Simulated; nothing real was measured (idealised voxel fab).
Process module under the name voxel fin reveal
Square cells of 5 nm make up the cross-section cut, whose width is 250 nm.
A cross-section is written here as square cells arranged in a grid, and it is given in bands from the top down, each band taking up one or more rows of cells. A band entry consists of two parts. The first gives the height of the band's top and the height of its bottom, in nm. The rest lists the band's materials from left to right, each with its width in nm. A single material labelled with the word "everywhere" fills the band from edge to edge, and the word "air" marks empty space. The level at which height equals 0 is the one under which the wafer, as it arrives, is entirely one material. No lower edge exists for the bottom band, which continues downward and is notated as in "top 0, no bottom". A two-number width, for instance "30 to 40", indicates that the width is equal to the first number in the top row of the band and to the second number in the bottom row, and that it changes by a constant amount per row of cells. You'll sometimes find "same as before" written for a step, and that's the way of saying that nowhere in the cross-section did a cell change during that step. Closed empty spaces (no open way to the top) of 8 cells or more are what "Sealed void list" lists, each as width x height at distance from the left edge, nm for all three. The remark found on a step's line after its settings is issued by the simulator itself and pertains to that step. For masked steps, "overlay nm" on the step line gives how far right of plan the mask actually lay; a minus sign means it lay to the left.

Set out below are the planned steps of the process
| 1 | RECEIVE,material Si |
| 2 | CONFORMAL_DEP,material SiN,thk nm 5 |
| 3 | DIRECTIONAL_DEP,material aC,thk nm 15 |
| 4 | PATTERN,tone cover,mask id FINS,material resist,width nm 15,pitch nm 35,thk nm 35,overlay nm 0 |
| 5 | DIRECTIONAL_ETCH,etch materials aC,depth nm 15 |
| 6 | STRIP,etch materials resist |
| 7 | DIRECTIONAL_ETCH,etch materials SiN,depth nm 5 |
| 8 | DIRECTIONAL_ETCH,etch materials Si,depth nm 30 |
| 9 | STRIP,etch materials aC |
| 10 | OXIDIZE,depth nm 5 |
| 11 | FILL_DEP,material SiO2,thk nm 15 |
| 12 | CMP,height nm 5 |
| 13 | SELECTIVE_ETCH,etch materials SiO2,depth nm 15 |
| 14 | STRIP,etch materials SiN |

So this is the incoming wafer in cross-section - it's already been through step 1
- top 0, no bottom = Si everywhere
- Sealed void list: none

The first of two wafers, cross-sectioned at the end of the module, with the run proceeding as planned
- top 0, bottom -10 = 70 of air  5 of Si  30 of air  5 of Si  30 of air  5 of Si  30 of air  5 of Si  70 of air
- top -10, bottom -35 = 70 of SiO2  5 of Si  30 of SiO2  5 of Si  30 of SiO2  5 of Si  30 of SiO2  5 of Si  70 of SiO2
- top -35, no bottom = Si everywhere
- Sealed void list: none

The second wafer, shown in cross-section after the module: started the same way as the first and given the same plan, yet one mistake crept into how it was run
- top 0, bottom -10 = 60 of Si  25 of air  10 of Si  25 of air  10 of Si  25 of air  10 of Si  25 of air  60 of Si
- top -10, bottom -35 = 60 of Si  25 of SiO2  10 of Si  25 of SiO2  10 of Si  25 of SiO2  10 of Si  25 of SiO2  60 of Si
- top -35, no bottom = Si everywhere
- Sealed void list: none
What broke from the plan during processing? rather than as planned, step 4 actually ran as PATTERN,tone open,mask id FINS,material resist,width nm 15,pitch nm 35,thk nm 35,overlay nm 0
Final wafer comparison in cells, second versus first, more or fewer per material: Si +182 | SiO2 -130
